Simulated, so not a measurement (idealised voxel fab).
The following is a process module called voxel spacer lines.
250 nm wide, 5 nm square cells: that's cross-section cut.
Cross-section format: a grid of square cells, given as bands from top to bottom; each band is one or more rows of cells.
Top, bottom (nm), then materials left to right with widths (nm); lone material tagged "throughout" fills the whole band edge to edge; "blank" = empty space.
Basically, 0 is our baseline, since under it the wafer straight out of the box is all one material. The bottom band has no lower end and keeps on going down, so it looks like "from 0 down".
With a width like "30..40", each row of cells in the band differs from the next by the same amount, the top row carrying the first number and the bottom row the second.
"identical to before" for a step: no cell of the cross-section changed in that step.
What "Voids lacking openings" gives you is every empty space of 8 cells or more that is cut off from the top. Each appears as width x height at distance, with the distance taken from the left edge and width, height and distance all in nm.
That trailing text on a step's line, after the settings, is the simulator's own remark on the step.
"overlay nm" answers the question of how far to the right of plan the mask lay on a step that has a mask, and when it is negative the answer is to the left.
Listed below are the process steps as planned
- 1: RECEIVE [material Si]
- 2: CONFORMAL_DEP [material SiO2] [thk nm 10]
- 3: DIRECTIONAL_DEP [material TiN] [thk nm 15]
- 4: DIRECTIONAL_DEP [material aC] [thk nm 30]
- 5: PATTERN [tone cover] [mask id MANDREL] [material resist] [width nm 25] [pitch nm 80] [thk nm 35] [overlay nm 0]
- 6: DIRECTIONAL_ETCH [etch materials aC] [depth nm 30]
- 7: STRIP [etch materials resist]
- 8: CONFORMAL_DEP [material SiN] [thk nm 15]
- 9: DIRECTIONAL_ETCH [etch materials SiN] [depth nm 15]
- 10: STRIP [etch materials aC]
- 11: DIRECTIONAL_ETCH [etch materials TiN] [depth nm 15]
- 12: STRIP [etch materials SiN]
As received, after step 1
> from 0 down | Si throughout
> Voids lacking openings: none
Looking at the first of two wafers in cross-section at end of module - ran to plan
> from 25 to 10 | 55 of blank  15 of TiN  25 of blank  15 of TiN  25 of blank  15 of TiN  25 of blank  15 of TiN  60 of blank
> from 10 to 0 | SiO2 throughout
> from 0 down | Si throughout
> Voids lacking openings: none
Cross-section at end of module for the second wafer of two, which matched the first in starting point and plan and differed by one mistake in its processing
> from 25 to 10 | 60 of blank  15 of TiN  20 of blank  15 of TiN  30 of blank  15 of TiN  20 of blank  15 of TiN  60 of blank
> from 10 to 0 | SiO2 throughout
> from 0 down | Si throughout
> Voids lacking openings: none
Error vs. plan: step 5 was not run as planned; what actually ran was PATTERN [tone cover] [mask id MANDREL] [material resist] [width nm 20] [pitch nm 80] [thk nm 35] [overlay nm 0]
At the close, every material occupies the same number of cells on the second wafer as on the first, only in different positions.
